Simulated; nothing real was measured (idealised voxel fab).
Presented below is a process module, voxel gate over fins.
In the cross-section labelled cut, the width is 250 nm and each square cell is 5 nm.
In this document a cross-section is written as a grid of square cells. It is given as a series of bands, listed from the top down, and a band is one or more rows of cells.
A band entry consists of two parts. The first gives the height of the band's top and the height of its bottom, in nm. The rest lists the band's materials from left to right, each with its width in nm. A single material labelled with the word "full width" fills the band from edge to edge, and the word "air" marks empty space.
Convention: height 0 is the level below which the wafer, as received, is all one material. The lowest band does not terminate at the bottom but continues downward, represented as "0 and below".
The width entry "30->40" should be interpreted row by row: the top row of cells in the band takes the first number, the bottom row takes the second number, and the change between adjacent rows is uniform throughout.
When a step is marked "all unchanged", none of the cells in the cross-section changed during that step.
"Enclosed void inventory": empty spaces of 8 cells or more with no open way to the top, each given as width x height at distance, distance from the left edge, all in nm.
after a step's settings: what the simulator itself notes on the step
A step's line can hold "overlay nm"; with a mask on that step, the setting says how far right of the planned place the mask lay, while a negative setting says it lay to the left.

# So here's the lineup of process steps we planned
- 1: op RECEIVE | material Si
- 2: op CONFORMAL_DEP | material SiN | thk nm 10
- 3: op DIRECTIONAL_DEP | material aC | thk nm 15
- 4: op PATTERN | tone cover | mask id FINS | material resist | width nm 15 | pitch nm 55 | thk nm 35 | overlay nm 0
- 5: op DIRECTIONAL_ETCH | etch materials aC | depth nm 15
- 6: op STRIP | etch materials resist
- 7: op DIRECTIONAL_ETCH | etch materials SiN | depth nm 10
- 8: op DIRECTIONAL_ETCH | etch materials Si | depth nm 30
- 9: op STRIP | etch materials aC
- 10: op OXIDIZE | depth nm 5
- 11: op FILL_DEP | material SiO2 | thk nm 10
- 12: op CMP | height nm 10
- 13: op DIRECTIONAL_DEP | material aC | thk nm 15
- 14: op PATTERN | tone open | mask id RAIL | material resist | width nm 15 | thk nm 30 | overlay nm 0
- 15: op DIRECTIONAL_ETCH | etch materials aC | depth nm 15
- 16: op STRIP | etch materials resist
- 17: op DIRECTIONAL_ETCH | etch materials SiO2 | depth nm 35
- 18: op STRIP | etch materials aC
- 19: op CONFORMAL_DEP | material TiN | thk nm 5
- 20: op FILL_DEP | material Ru | thk nm 5
- 21: op CMP | height nm 10
- 22: op SELECTIVE_ETCH | etch materials W Ru TiN | depth nm 30
- 23: op FILL_DEP | material SiO2 | thk nm 5
- 24: op CMP | height nm 10
- 25: op SELECTIVE_ETCH | etch materials SiO2 | depth nm 20
- 26: op STRIP | etch materials SiN
- 27: op CONFORMAL_DEP | material HfO2 | thk nm 5
- 28: op CONFORMAL_DEP | material TiN | thk nm 5
- 29: op FILL_DEP | material W | thk nm 15
- 30: op CMP | height nm 20
- 31: op CONFORMAL_DEP | material SiN | thk nm 10

# What follows covers the first of two wafers; it ran as planned

# Cross-section, incoming material, after step 1
- 0 and below  Si full width
- Enclosed void inventory: none

# How the wafer stands in section after step 2
- 10 down to 0  SiN full width
- Below 0 it's all the same as before, nothing changed down there.

# How the wafer stands in section after step 3
- 25 down to 10  aC full width
- Below 10 it's all the same as before, nothing changed down there.

# How the wafer stands in section after step 4
- 60 down to 25  air=90, resist=15, air=40, resist=15, air=90
- Below 25 it's all the same as before, nothing changed down there.

# How the wafer stands in section after step 5
- 45 down to 25  air=90, resist=15, air=40, resist=15, air=90
- 25 down to 10  air=90, aC=15, air=40, aC=15, air=90
- Below 10 it's all the same as before, nothing changed down there.

# How the wafer stands in section after step 6
- 25 down to 10  air=90, aC=15, air=40, aC=15, air=90
- Below 10 it's all the same as before, nothing changed down there.

# How the wafer stands in section after step 7
- 25 down to 10  air=90, aC=15, air=40, aC=15, air=90
- 10 down to 0  air=90, SiN=15, air=40, SiN=15, air=90
- Below 0 it's all the same as before, nothing changed down there.

# How the wafer stands in section after step 8
- 25 down to 10  air=90, aC=15, air=40, aC=15, air=90
- 10 down to 0  air=90, SiN=15, air=40, SiN=15, air=90
- 0 down to -30  air=90, Si=15, air=40, Si=15, air=90
- Below -30 it's all the same as before, nothing changed down there.

# How the wafer stands in section after step 9
- 10 down to 0  air=90, SiN=15, air=40, SiN=15, air=90
- Below 0 it's all the same as before, nothing changed down there.

# How the wafer stands in section after step 10
- 10 down to 0  air=90, SiN=15, air=40, SiN=15, air=90
- 0 down to -30  air=90, SiO2=5, Si=5, SiO2=5, air=40, SiO2=5, Si=5, SiO2=5, air=90
- -30 down to -35  SiO2=95, Si=5, SiO2=50, Si=5, SiO2=95
- Below -35 it's all the same as before, nothing changed down there.

# How the wafer stands in section after step 11
- 20 down to 10  SiO2 full width
- 10 down to 0  SiO2=90, SiN=15, SiO2=40, SiN=15, SiO2=90
- 0 down to -35  SiO2=95, Si=5, SiO2=50, Si=5, SiO2=95
- Below -35 it's all the same as before, nothing changed down there.

# How the wafer stands in section after step 12
- 10 down to 0  SiO2=90, SiN=15, SiO2=40, SiN=15, SiO2=90
- Below 0 it's all the same as before, nothing changed down there.

# How the wafer stands in section after step 13
- 25 down to 10  aC full width
- Below 10 it's all the same as before, nothing changed down there.

# How the wafer stands in section after step 14
- 55 down to 25  resist=115, air=15, resist=120
- Below 25 it's all the same as before, nothing changed down there.

# How the wafer stands in section after step 15
- 40 down to 25  resist=115, air=15, resist=120
- 25 down to 10  aC=115, air=15, aC=120
- Below 10 it's all the same as before, nothing changed down there.

# How the wafer stands in section after step 16
- 25 down to 10  aC=115, air=15, aC=120
- Below 10 it's all the same as before, nothing changed down there.

# How the wafer stands in section after step 17
- 25 down to 10  aC=115, air=15, aC=120
- 10 down to 0  SiO2=90, SiN=15, SiO2=10, air=15, SiO2=15, SiN=15, SiO2=90
- 0 down to -25  SiO2=95, Si=5, SiO2=15, air=15, SiO2=20, Si=5, SiO2=95
- Below -25 it's all the same as before, nothing changed down there.

# How the wafer stands in section after step 18
- 10 down to 0  SiO2=90, SiN=15, SiO2=10, air=15, SiO2=15, SiN=15, SiO2=90
- Below 0 it's all the same as before, nothing changed down there.

# How the wafer stands in section after step 19
- 15 down to 10  TiN=120, air=5, TiN=125
- 10 down to 0  SiO2=90, SiN=15, SiO2=10, TiN=5, air=5, TiN=5, SiO2=15, SiN=15, SiO2=90
- 0 down to -20  SiO2=95, Si=5, SiO2=15, TiN=5, air=5, TiN=5, SiO2=20, Si=5, SiO2=95
- -20 down to -25  SiO2=95, Si=5, SiO2=15, TiN=15, SiO2=20, Si=5, SiO2=95
- Below -25 it's all the same as before, nothing changed down there.

# How the wafer stands in section after step 20
- 20 down to 15  Ru full width
- 15 down to 10  TiN=120, Ru=5, TiN=125
- 10 down to 0  SiO2=90, SiN=15, SiO2=10, TiN=5, Ru=5, TiN=5, SiO2=15, SiN=15, SiO2=90
- 0 down to -20  SiO2=95, Si=5, SiO2=15, TiN=5, Ru=5, TiN=5, SiO2=20, Si=5, SiO2=95
- Below -20 it's all the same as before, nothing changed down there.

# How the wafer stands in section after step 21
- 10 down to 0  SiO2=90, SiN=15, SiO2=10, TiN=5, Ru=5, TiN=5, SiO2=15, SiN=15, SiO2=90
- Below 0 it's all the same as before, nothing changed down there.

# How the wafer stands in section after step 22
- 10 down to 0  SiO2=90, SiN=15, SiO2=10, air=15, SiO2=15, SiN=15, SiO2=90
- 0 down to -20  SiO2=95, Si=5, SiO2=15, air=15, SiO2=20, Si=5, SiO2=95
- Below -20 it's all the same as before, nothing changed down there.

# How the wafer stands in section after step 23
- 15 down to 10  SiO2 full width
- 10 down to 0  SiO2=90, SiN=15, SiO2=40, SiN=15, SiO2=90
- 0 down to -20  SiO2=95, Si=5, SiO2=50, Si=5, SiO2=95
- Below -20 it's all the same as before, nothing changed down there.

# How the wafer stands in section after step 24
- 10 down to 0  SiO2=90, SiN=15, SiO2=40, SiN=15, SiO2=90
- Below 0 it's all the same as before, nothing changed down there.

# How the wafer stands in section after step 25
- 10 down to 0  air=90, SiN=15, air=40, SiN=15, air=90
- 0 down to -10  air=95, Si=5, air=50, Si=5, air=95
- Below -10 it's all the same as before, nothing changed down there.

# How the wafer stands in section after step 26
- 0 down to -10  air=95, Si=5, air=50, Si=5, air=95
- Below -10 it's all the same as before, nothing changed down there.

# How the wafer stands in section after step 27
- 5 down to 0  air=90, HfO2=15, air=40, HfO2=15, air=90
- 0 down to -5  air=90, HfO2=5, Si=5, HfO2=5, air=40, HfO2=5, Si=5, HfO2=5, air=90
- -5 down to -10  HfO2=95, Si=5, HfO2=50, Si=5, HfO2=95
- Below -10 it's all the same as before, nothing changed down there.

# How the wafer stands in section after step 28
- 10 down to 5  air=85, TiN=25, air=30, TiN=25, air=85
- 5 down to 0  air=85, TiN=5, HfO2=15, TiN=5, air=30, TiN=5, HfO2=15, TiN=5, air=85
- 0 down to -5  TiN=90, HfO2=5, Si=5, HfO2=5, TiN=40, HfO2=5, Si=5, HfO2=5, TiN=90
- Below -5 it's all the same as before, nothing changed down there.

# How the wafer stands in section after step 29
- 25 down to 10  W full width
- 10 down to 5  W=85, TiN=25, W=30, TiN=25, W=85
- 5 down to 0  W=85, TiN=5, HfO2=15, TiN=5, W=30, TiN=5, HfO2=15, TiN=5, W=85
- Below 0 it's all the same as before, nothing changed down there.

# How the wafer stands in section after step 30
- 20 down to 10  W full width
- Below 10 it's all the same as before, nothing changed down there.

# How the wafer stands in section after step 31
- 30 down to 20  SiN full width
- Below 20 it's all the same as before, nothing changed down there.

# Now the other wafer: same start, same recipe, but we messed up one thing when running it. Up to and including step 13 it's the same as the first one

# Second wafer, sectioned view, at step 14's planned end time
- 55 down to 25  air=115, resist=15, air=120
- Below 25 it's all the same as before, nothing changed down there.

# Second wafer, sectioned view, at step 15's planned end time
- 40 down to 25  air=115, resist=15, air=120
- 25 down to 10  air=115, aC=15, air=120
- Below 10 it's all the same as before, nothing changed down there.

# Second wafer, sectioned view, at step 16's planned end time
- 25 down to 10  air=115, aC=15, air=120
- Below 10 it's all the same as before, nothing changed down there.

# Second wafer, sectioned view, at step 17's planned end time
- 25 down to 10  air=115, aC=15, air=120
- 10 down to 0  air=90, SiN=15, air=10, SiO2=15, air=15, SiN=15, air=90
- 0 down to -25  air=90, SiO2=5, Si=5, SiO2=5, air=10, SiO2=15, air=15, SiO2=5, Si=5, SiO2=5, air=90
- Below -25 it's all the same as before, nothing changed down there.

# Second wafer, sectioned view, at step 18's planned end time
- 10 down to 0  air=90, SiN=15, air=10, SiO2=15, air=15, SiN=15, air=90
- Below 0 it's all the same as before, nothing changed down there.

# Second wafer, sectioned view, at step 19's planned end time
- 15 down to 10  air=85, TiN=50, air=5, TiN=25, air=85
- 10 down to 0  air=85, TiN=5, SiN=15, TiN=10, SiO2=15, TiN=5, air=5, TiN=5, SiN=15, TiN=5, air=85
- 0 down to -20  air=85, TiN=5, SiO2=5, Si=5, SiO2=5, TiN=10, SiO2=15, TiN=5, air=5, TiN=5, SiO2=5, Si=5, SiO2=5, TiN=5, air=85
- -20 down to -25  TiN=90, SiO2=5, Si=5, SiO2=5, TiN=10, SiO2=15, TiN=15, SiO2=5, Si=5, SiO2=5, TiN=90
- Below -25 it's all the same as before, nothing changed down there.

# Second wafer, sectioned view, at step 20's planned end time
- 20 down to 15  Ru full width
- 15 down to 10  Ru=85, TiN=50, Ru=5, TiN=25, Ru=85
- 10 down to 0  Ru=85, TiN=5, SiN=15, TiN=10, SiO2=15, TiN=5, Ru=5, TiN=5, SiN=15, TiN=5, Ru=85
- 0 down to -20  Ru=85, TiN=5, SiO2=5, Si=5, SiO2=5, TiN=10, SiO2=15, TiN=5, Ru=5, TiN=5, SiO2=5, Si=5, SiO2=5, TiN=5, Ru=85
- Below -20 it's all the same as before, nothing changed down there.

# Second wafer, sectioned view, at step 21's planned end time
- 10 down to 0  Ru=85, TiN=5, SiN=15, TiN=10, SiO2=15, TiN=5, Ru=5, TiN=5, SiN=15, TiN=5, Ru=85
- Below 0 it's all the same as before, nothing changed down there.

# Second wafer, sectioned view, at step 22's planned end time
- 10 down to 0  air=90, SiN=15, air=10, SiO2=15, air=15, SiN=15, air=90
- 0 down to -20  air=90, SiO2=5, Si=5, SiO2=5, air=10, SiO2=15, air=15, SiO2=5, Si=5, SiO2=5, air=90
- Below -20 it's all the same as before, nothing changed down there.

# Second wafer, sectioned view, at step 23's planned end time
- 15 down to 10  SiO2 full width
- 10 down to 0  SiO2=90, SiN=15, SiO2=40, SiN=15, SiO2=90
- 0 down to -20  SiO2=95, Si=5, SiO2=50, Si=5, SiO2=95
- Below -20 it's all the same as before, nothing changed down there.

# Second wafer, sectioned view, at step 24's planned end time
- 10 down to 0  SiO2=90, SiN=15, SiO2=40, SiN=15, SiO2=90
- Below 0 it's all the same as before, nothing changed down there.

# Second wafer, sectioned view, at step 25's planned end time
- 10 down to 0  air=90, SiN=15, air=40, SiN=15, air=90
- 0 down to -10  air=95, Si=5, air=50, Si=5, air=95
- Below -10 it's all the same as before, nothing changed down there.

# Second wafer, sectioned view, at step 26's planned end time
- 0 down to -10  air=95, Si=5, air=50, Si=5, air=95
- Below -10 it's all the same as before, nothing changed down there.

# Second wafer, sectioned view, at step 27's planned end time
- 5 down to 0  air=90, HfO2=15, air=40, HfO2=15, air=90
- 0 down to -5  air=90, HfO2=5, Si=5, HfO2=5, air=40, HfO2=5, Si=5, HfO2=5, air=90
- -5 down to -10  HfO2=95, Si=5, HfO2=50, Si=5, HfO2=95
- Below -10 it's all the same as before, nothing changed down there.

# Second wafer, sectioned view, at step 28's planned end time
- 10 down to 5  air=85, TiN=25, air=30, TiN=25, air=85
- 5 down to 0  air=85, TiN=5, HfO2=15, TiN=5, air=30, TiN=5, HfO2=15, TiN=5, air=85
- 0 down to -5  TiN=90, HfO2=5, Si=5, HfO2=5, TiN=40, HfO2=5, Si=5, HfO2=5, TiN=90
- Below -5 it's all the same as before, nothing changed down there.

# Second wafer, sectioned view, at step 29's planned end time
- 25 down to 10  W full width
- 10 down to 5  W=85, TiN=25, W=30, TiN=25, W=85
- 5 down to 0  W=85, TiN=5, HfO2=15, TiN=5, W=30, TiN=5, HfO2=15, TiN=5, W=85
- Below 0 it's all the same as before, nothing changed down there.

# Second wafer, sectioned view, at step 30's planned end time
- 20 down to 10  W full width
- Below 10 it's all the same as before, nothing changed down there.

# Second wafer, sectioned view, at step 31's planned end time
- 30 down to 20  SiN full width
- Below 20 it's all the same as before, nothing changed down there.
Here's what went sideways: rather than as planned, step 14 actually ran as op PATTERN | tone cover | mask id RAIL | material resist | width nm 15 | thk nm 30 | overlay nm 0
Bottom line after processing is that, in cells, the second wafer is up or down on some materials versus the first: 38 fewer of SiO2; 38 more of TiN
